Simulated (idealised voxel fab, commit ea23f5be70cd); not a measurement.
You're looking at the process module voxel self aligned vias.
cross-section cut | 140 nm wide | cells 5 nm
Format of a cross-section: grid, square cells. Given as bands. Order: top down. Band: one or more rows of cells.
Within each band entry, the heights of the top and of the bottom of the band appear first, in that order and in nm; the materials of the band then follow from left to right, each with its corresponding width in nm. The designation "all across" on a single material indicates that it fills the band from edge to edge; the designation "air" indicates empty space.
Measure heights from 0. That's the level where, below it, the as-received wafer is all one material. The lowest band is bottomless and extends downward; write it as in "0 nm and below".
Width spec "30..40" -> top row of cells at first value, bottom row at second value, equal per-row change in between.
Where the words "remains unaltered" appear for a step, the cross-section shows no cell changed by that step; every cell remained as before.
Basically, "Sealed internal voids" tells you about the enclosed voids: empty spaces with no open way to the top, 8 cells or bigger, each written width x height at distance, where distance is from the left edge, all in nm.
That trailing text on a step's line, after the settings, is the simulator's own remark on the step.
What "overlay nm" on a step's line means: if the step has a mask, that mask lay this far to the right of its planned place, or, when the value is negative, to the left.
Before/after cross-section pairs, one process step each; after shown to lowest changed band; step and settings beneath. Pairs may be from different runs of this module on the same starting wafer; a pair continues from the one above only where its "Before this step" entry says so.

Before this step:
  85 nm to 75 nm: Ru all across
  75 nm to 70 nm: TiN 25 nm | Ru 25 nm | TiN 90 nm
  70 nm to 55 nm: SiO2 20 nm | TiN 5 nm | Ru 25 nm | TiN 5 nm | SiO2 85 nm
  55 nm to 50 nm: SiO2 20 nm | TiN 10 nm | Ru 15 nm | TiN 10 nm | SiO2 85 nm
  50 nm to 45 nm: SiO2 25 nm | TiN 25 nm | SiO2 35 nm | SiN 25 nm | SiO2 30 nm
  45 nm to 25 nm: SiO2 25 nm | TiN 5 nm | W 15 nm | TiN 5 nm | SiO2 35 nm | TiN 5 nm | W 15 nm | TiN 5 nm | SiO2 30 nm
  25 nm to 20 nm: SiO2 25 nm | TiN 25 nm | SiO2 35 nm | TiN 25 nm | SiO2 30 nm
  20 nm to 15 nm: SiCN all across
  15 nm to 0 nm: SiO2 all across
  0 nm and below: Si all across
  Sealed internal voids: none

Section After Processing:
  60 nm to 50 nm: SiO2 20 nm | TiN 5..10 nm | Ru 25..15 nm | TiN 5..10 nm | SiO2 85 nm
  For the remainder of the cross-section, below 50, there is no change.
  Sealed internal voids: none
Between the two cross-sections shown above lies CMP: height nm 60

Before this step: this step begins from the cross-section that the pair just above shows after its step.

Section After Processing:
  65 nm to 60 nm: SiN all across
  For the remainder of the cross-section, below 60, there is no change.
  Sealed internal voids: none
Between the two cross-sections shown above lies CONFORMAL_DEP: material SiN, thk nm 5

Before this step:
  85 nm to 70 nm: aC all across
  70 nm to 50 nm: SiO2 all across
  50 nm to 45 nm: SiO2 25 nm | SiN 25 nm | SiO2 35 nm | SiN 25 nm | SiO2 30 nm
  45 nm to 25 nm: SiO2 25 nm | TiN 5 nm | W 15 nm | TiN 5 nm | SiO2 35 nm | TiN 5 nm | W 15 nm | TiN 5 nm | SiO2 30 nm
  25 nm to 20 nm: SiO2 25 nm | TiN 25 nm | SiO2 35 nm | TiN 25 nm | SiO2 30 nm
  20 nm to 15 nm: SiCN all across
  15 nm to 0 nm: SiO2 all across
  0 nm and below: Si all across
  Sealed internal voids: none

Section After Processing:
  120 nm to 85 nm: resist 15 nm | air 45 nm | resist 80 nm
  For the remainder of the cross-section, below 85, there is no change.
  Sealed internal voids: none
Between the two cross-sections shown above lies PATTERN: tone open, mask id VIAS, material resist, width nm 45, thk nm 35, overlay nm 0

Before this step: this step begins from the cross-section that the pair just above shows after its step.

Section After Processing:
  105 nm to 85 nm: resist 15 nm | air 45 nm | resist 80 nm
  85 nm to 70 nm: aC 15 nm | air 45 nm | aC 80 nm
  For the remainder of the cross-section, below 70, there is no change.
  Sealed internal voids: none
Between the two cross-sections shown above lies DIRECTIONAL_ETCH: etch materials aC, depth nm 15

Before this step: this step begins from the cross-section that the pair just above shows after its step.

Section After Processing:
  85 nm to 70 nm: aC 15 nm | air 45 nm | aC 80 nm
  For the remainder of the cross-section, below 70, there is no change.
  Sealed internal voids: none
Between the two cross-sections shown above lies STRIP: etch materials resist

Before this step: this step begins from the cross-section that the pair just above shows after its step.

Section After Processing:
  85 nm to 70 nm: aC 15 nm | air 45 nm | aC 80 nm
  70 nm to 50 nm: SiO2 15 nm | air 45 nm | SiO2 80 nm
  For the remainder of the cross-section, below 50, there is no change.
  Sealed internal voids: none
Between the two cross-sections shown above lies DIRECTIONAL_ETCH: etch materials SiO2, depth nm 20

Before this step: this step begins from the cross-section that the pair just above shows after its step.

Section After Processing:
  85 nm to 70 nm: aC 15 nm | air 45 nm | aC 80 nm
  70 nm to 50 nm: SiO2 15 nm | air 45 nm | SiO2 80 nm
  50 nm to 45 nm: SiO2 25 nm | air 25 nm | SiO2 35 nm | SiN 25 nm | SiO2 30 nm
  For the remainder of the cross-section, below 45, there is no change.
  Sealed internal voids: none
Between the two cross-sections shown above lies DIRECTIONAL_ETCH: etch materials SiN, depth nm 5

Before this step: this step begins from the cross-section that the pair just above shows after its step.

Section After Processing:
  70 nm to 50 nm: SiO2 15 nm | air 45 nm | SiO2 80 nm
  For the remainder of the cross-section, below 50, there is no change.
  Sealed internal voids: none
Between the two cross-sections shown above lies STRIP: etch materials aC

Before this step: this step begins from the cross-section that the pair just above shows after its step.

Section After Processing:
  75 nm to 70 nm: TiN 20 nm | air 35 nm | TiN 85 nm
  70 nm to 55 nm: SiO2 15 nm | TiN 5 nm | air 35 nm | TiN 5 nm | SiO2 80 nm
  55 nm to 50 nm: SiO2 15 nm | TiN 15 nm | air 15 nm | TiN 15 nm | SiO2 80 nm
  50 nm to 45 nm: SiO2 25 nm | TiN 25 nm | SiO2 35 nm | SiN 25 nm | SiO2 30 nm
  For the remainder of the cross-section, below 45, there is no change.
  Sealed internal voids: none
Between the two cross-sections shown above lies CONFORMAL_DEP: material TiN, thk nm 5

Before this step: this step begins from the cross-section that the pair just above shows after its step.

Section After Processing:
  85 nm to 75 nm: Ru all across
  75 nm to 70 nm: TiN 20 nm | Ru 35 nm | TiN 85 nm
  70 nm to 55 nm: SiO2 15 nm | TiN 5 nm | Ru 35 nm | TiN 5 nm | SiO2 80 nm
  55 nm to 50 nm: SiO2 15 nm | TiN 15 nm | Ru 15 nm | TiN 15 nm | SiO2 80 nm
  For the remainder of the cross-section, below 50, there is no change.
  Sealed internal voids: none
Between the two cross-sections shown above lies FILL_DEP: material Ru, thk nm 10

Before this step: this step begins from the cross-section that the pair just above shows after its step.

Section After Processing:
  70 nm to 55 nm: SiO2 15 nm | TiN 5 nm | Ru 35 nm | TiN 5 nm | SiO2 80 nm
  For the remainder of the cross-section, below 55, there is no change.
  Sealed internal voids: none
Between the two cross-sections shown above lies CMP: height nm 70

Before this step: this step begins from the cross-section that the pair just above shows after its step.

Section After Processing:
  75 nm to 70 nm: SiN all across
  For the remainder of the cross-section, below 70, there is no change.
  Sealed internal voids: none
Between the two cross-sections shown above lies CONFORMAL_DEP: material SiN, thk nm 5

Before this step:
  85 nm to 70 nm: aC all across
  70 nm to 50 nm: SiO2 all across
  50 nm to 45 nm: SiO2 25 nm | SiN 25 nm | SiO2 35 nm | SiN 25 nm | SiO2 30 nm
  45 nm to 25 nm: SiO2 25 nm | TiN 5 nm | W 15 nm | TiN 5 nm | SiO2 35 nm | TiN 5 nm | W 15 nm | TiN 5 nm | SiO2 30 nm
  25 nm to 20 nm: SiO2 25 nm | TiN 25 nm | SiO2 35 nm | TiN 25 nm | SiO2 30 nm
  20 nm to 15 nm: SiCN all across
  15 nm to 0 nm: SiO2 all across
  0 nm and below: Si all across
  Sealed internal voids: none

Section After Processing:
  120 nm to 85 nm: resist 15 nm | air 35 nm | resist 90 nm
  For the remainder of the cross-section, below 85, there is no change.
  Sealed internal voids: none
Between the two cross-sections shown above lies PATTERN: tone open, mask id VIAS, material resist, width nm 35, thk nm 35, overlay nm -5

Before this step: this step begins from the cross-section that the pair just above shows after its step.

Section After Processing:
  105 nm to 85 nm: resist 15 nm | air 35 nm | resist 90 nm
  85 nm to 70 nm: aC 15 nm | air 35 nm | aC 90 nm
  For the remainder of the cross-section, below 70, there is no change.
  Sealed internal voids: none
Between the two cross-sections shown above lies DIRECTIONAL_ETCH: etch materials aC, depth nm 15

Before this step: this step begins from the cross-section that the pair just above shows after its step.

Section After Processing:
  85 nm to 70 nm: aC 15 nm | air 35 nm | aC 90 nm
  For the remainder of the cross-section, below 70, there is no change.
  Sealed internal voids: none
Between the two cross-sections shown above lies STRIP: etch materials resist

Before this step: this step begins from the cross-section that the pair just above shows after its step.

Section After Processing:
  85 nm to 70 nm: aC 15 nm | air 35 nm | aC 90 nm
  70 nm to 50 nm: SiO2 15 nm | air 35 nm | SiO2 90 nm
  For the remainder of the cross-section, below 50, there is no change.
  Sealed internal voids: none
Between the two cross-sections shown above lies DIRECTIONAL_ETCH: etch materials SiO2, depth nm 20

Before this step: this step begins from the cross-section that the pair just above shows after its step.

Section After Processing:
  85 nm to 70 nm: aC 15 nm | air 35 nm | aC 90 nm
  70 nm to 50 nm: SiO2 15 nm | air 35 nm | SiO2 90 nm
  50 nm to 45 nm: SiO2 25 nm | air 25 nm | SiO2 35 nm | SiN 25 nm | SiO2 30 nm
  For the remainder of the cross-section, below 45, there is no change.
  Sealed internal voids: none
Between the two cross-sections shown above lies DIRECTIONAL_ETCH: etch materials SiN, depth nm 5

Before this step: this step begins from the cross-section that the pair just above shows after its step.

Section After Processing:
  70 nm to 50 nm: SiO2 15 nm | air 35 nm | SiO2 90 nm
  For the remainder of the cross-section, below 50, there is no change.
  Sealed internal voids: none
Between the two cross-sections shown above lies STRIP: etch materials aC

Before this step: this step begins from the cross-section that the pair just above shows after its step.

Section After Processing:
  75 nm to 70 nm: TiN 20 nm | air 25 nm | TiN 95 nm
  70 nm to 55 nm: SiO2 15 nm | TiN 5 nm | air 25 nm | TiN 5 nm | SiO2 90 nm
  55 nm to 50 nm: SiO2 15 nm | TiN 15 nm | air 15 nm | TiN 5 nm | SiO2 90 nm
  50 nm to 45 nm: SiO2 25 nm | TiN 25 nm | SiO2 35 nm | SiN 25 nm | SiO2 30 nm
  For the remainder of the cross-section, below 45, there is no change.
  Sealed internal voids: none
Between the two cross-sections shown above lies CONFORMAL_DEP: material TiN, thk nm 5

Before this step: this step begins from the cross-section that the pair just above shows after its step.

Section After Processing:
  85 nm to 75 nm: Ru all across
  75 nm to 70 nm: TiN 20 nm | Ru 25 nm | TiN 95 nm
  70 nm to 55 nm: SiO2 15 nm | TiN 5 nm | Ru 25 nm | TiN 5 nm | SiO2 90 nm
  55 nm to 50 nm: SiO2 15 nm | TiN 15 nm | Ru 15 nm | TiN 5 nm | SiO2 90 nm
  For the remainder of the cross-section, below 50, there is no change.
  Sealed internal voids: none
Between the two cross-sections shown above lies FILL_DEP: material Ru, thk nm 10

Before this step: this step begins from the cross-section that the pair just above shows after its step.

Section After Processing:
  70 nm to 55 nm: SiO2 15 nm | TiN 5 nm | Ru 25 nm | TiN 5 nm | SiO2 90 nm
  For the remainder of the cross-section, below 55, there is no change.
  Sealed internal voids: none
Between the two cross-sections shown above lies CMP: height nm 70

Before this step: this step begins from the cross-section that the pair just above shows after its step.

Section After Processing:
  75 nm to 70 nm: SiN all across
  For the remainder of the cross-section, below 70, there is no change.
  Sealed internal voids: none
Between the two cross-sections shown above lies CONFORMAL_DEP: material SiN, thk nm 5

Before this step:
  70 nm to 50 nm: SiO2 20 nm | air 35 nm | SiO2 85 nm
  50 nm to 45 nm: SiO2 25 nm | air 25 nm | SiO2 35 nm | SiN 25 nm | SiO2 30 nm
  45 nm to 25 nm: SiO2 25 nm | TiN 5 nm | W 15 nm | TiN 5 nm | SiO2 35 nm | TiN 5 nm | W 15 nm | TiN 5 nm | SiO2 30 nm
  25 nm to 20 nm: SiO2 25 nm | TiN 25 nm | SiO2 35 nm | TiN 25 nm | SiO2 30 nm
  20 nm to 15 nm: SiCN all across
  15 nm to 0 nm: SiO2 all across
  0 nm and below: Si all across
  Sealed internal voids: none

Section After Processing:
  75 nm to 70 nm: SiCN 25 nm | air 25 nm | SiCN 90 nm
  70 nm to 55 nm: SiO2 20 nm | SiCN 5 nm | air 25 nm | SiCN 5 nm | SiO2 85 nm
  55 nm to 50 nm: SiO2 20 nm | SiCN 10 nm | air 15 nm | SiCN 10 nm | SiO2 85 nm
  50 nm to 45 nm: SiO2 25 nm | SiCN 25 nm | SiO2 35 nm | SiN 25 nm | SiO2 30 nm
  For the remainder of the cross-section, below 45, there is no change.
  Sealed internal voids: none
Between the two cross-sections shown above lies CONFORMAL_DEP: material SiCN, thk nm 5

Before this step: this step begins from the cross-section that the pair just above shows after its step.

Section After Processing:
  85 nm to 75 nm: Ru all across
  75 nm to 70 nm: SiCN 25 nm | Ru 25 nm | SiCN 90 nm
  70 nm to 55 nm: SiO2 20 nm | SiCN 5 nm | Ru 25 nm | SiCN 5 nm | SiO2 85 nm
  55 nm to 50 nm: SiO2 20 nm | SiCN 10 nm | Ru 15 nm | SiCN 10 nm | SiO2 85 nm
  For the remainder of the cross-section, below 50, there is no change.
  Sealed internal voids: none
Between the two cross-sections shown above lies FILL_DEP: material Ru, thk nm 10

Before this step: this step begins from the cross-section that the pair just above shows after its step.

Section After Processing:
  70 nm to 55 nm: SiO2 20 nm | SiCN 5 nm | Ru 25 nm | SiCN 5 nm | SiO2 85 nm
  For the remainder of the cross-section, below 55, there is no change.
  Sealed internal voids: none
Between the two cross-sections shown above lies CMP: height nm 70

Before this step: this step begins from the cross-section that the pair just above shows after its step.

Section After Processing:
  75 nm to 70 nm: SiN all across
  For the remainder of the cross-section, below 70, there is no change.
  Sealed internal voids: none
Between the two cross-sections shown above lies CONFORMAL_DEP: material SiN, thk nm 5

Before this step:
  85 nm to 70 nm: aC all across
  70 nm to 50 nm: SiO2 all across
  50 nm to 45 nm: SiO2 25 nm | SiN 25 nm | SiO2 35 nm | SiN 25 nm | SiO2 30 nm
  45 nm to 25 nm: SiO2 25 nm | TiN 5 nm | W 15 nm | TiN 5 nm | SiO2 35 nm | TiN 5 nm | W 15 nm | TiN 5 nm | SiO2 30 nm
  25 nm to 20 nm: SiO2 25 nm | TiN 25 nm | SiO2 35 nm | TiN 25 nm | SiO2 30 nm
  20 nm to 15 nm: SiCN all across
  15 nm to 0 nm: SiO2 all across
  0 nm and below: Si all across
  Sealed internal voids: none

Section After Processing:
  120 nm to 85 nm: air 20 nm | resist 35 nm | air 85 nm
  For the remainder of the cross-section, below 85, there is no change.
  Sealed internal voids: none
Between the two cross-sections shown above lies PATTERN: tone cover, mask id VIAS, material resist, width nm 35, thk nm 35, overlay nm 0

Before this step: this step begins from the cross-section that the pair just above shows after its step.

Section After Processing:
  105 nm to 85 nm: air 20 nm | resist 35 nm | air 85 nm
  85 nm to 70 nm: air 20 nm | aC 35 nm | air 85 nm
  For the remainder of the cross-section, below 70, there is no change.
  Sealed internal voids: none
Between the two cross-sections shown above lies DIRECTIONAL_ETCH: etch materials aC, depth nm 15

Before this step: this step begins from the cross-section that the pair just above shows after its step.

Section After Processing:
  85 nm to 70 nm: air 20 nm | aC 35 nm | air 85 nm
  For the remainder of the cross-section, below 70, there is no change.
  Sealed internal voids: none
Between the two cross-sections shown above lies STRIP: etch materials resist

Before this step: this step begins from the cross-section that the pair just above shows after its step.

Section After Processing:
  85 nm to 70 nm: air 20 nm | aC 35 nm | air 85 nm
  70 nm to 50 nm: air 20 nm | SiO2 35 nm | air 85 nm
  For the remainder of the cross-section, below 50, there is no change.
  Sealed internal voids: none
Between the two cross-sections shown above lies DIRECTIONAL_ETCH: etch materials SiO2, depth nm 20

Before this step: this step begins from the cross-section that the pair just above shows after its step.

Section After Processing:
  85 nm to 70 nm: air 20 nm | aC 35 nm | air 85 nm
  70 nm to 50 nm: air 20 nm | SiO2 35 nm | air 85 nm
  50 nm to 45 nm: SiO2 25 nm | SiN 25 nm | SiO2 35 nm | air 25 nm | SiO2 30 nm
  For the remainder of the cross-section, below 45, there is no change.
  Sealed internal voids: none
Between the two cross-sections shown above lies DIRECTIONAL_ETCH: etch materials SiN, depth nm 5

Before this step: this step begins from the cross-section that the pair just above shows after its step.

Section After Processing:
  70 nm to 50 nm: air 20 nm | SiO2 35 nm | air 85 nm
  For the remainder of the cross-section, below 50, there is no change.
  Sealed internal voids: none
Between the two cross-sections shown above lies STRIP: etch materials aC

Before this step: this step begins from the cross-section that the pair just above shows after its step.

Section After Processing:
  75 nm to 70 nm: air 15 nm | TiN 45 nm | air 80 nm
  70 nm to 55 nm: air 15 nm | TiN 5 nm | SiO2 35 nm | TiN 5 nm | air 80 nm
  55 nm to 50 nm: TiN 20 nm | SiO2 35 nm | TiN 35 nm | air 15 nm | TiN 35 nm
  50 nm to 45 nm: SiO2 25 nm | SiN 25 nm | SiO2 35 nm | TiN 25 nm | SiO2 30 nm
  For the remainder of the cross-section, below 45, there is no change.
  Sealed internal voids: none
Between the two cross-sections shown above lies CONFORMAL_DEP: material TiN, thk nm 5

Before this step: this step begins from the cross-section that the pair just above shows after its step.

Section After Processing:
  85 nm to 75 nm: Ru all across
  75 nm to 70 nm: Ru 15 nm | TiN 45 nm | Ru 80 nm
  70 nm to 55 nm: Ru 15 nm | TiN 5 nm | SiO2 35 nm | TiN 5 nm | Ru 80 nm
  55 nm to 50 nm: TiN 20 nm | SiO2 35 nm | TiN 35 nm | Ru 15 nm | TiN 35 nm
  For the remainder of the cross-section, below 50, there is no change.
  Sealed internal voids: none
Between the two cross-sections shown above lies FILL_DEP: material Ru, thk nm 10

Before this step: this step begins from the cross-section that the pair just above shows after its step.

Section After Processing:
  70 nm to 55 nm: Ru 15 nm | TiN 5 nm | SiO2 35 nm | TiN 5 nm | Ru 80 nm
  For the remainder of the cross-section, below 55, there is no change.
  Sealed internal voids: none
Between the two cross-sections shown above lies CMP: height nm 70

Before this step: this step begins from the cross-section that the pair just above shows after its step.

Section After Processing:
  75 nm to 70 nm: SiN all across
  For the remainder of the cross-section, below 70, there is no change.
  Sealed internal voids: none
Between the two cross-sections shown above lies CONFORMAL_DEP: material SiN, thk nm 5
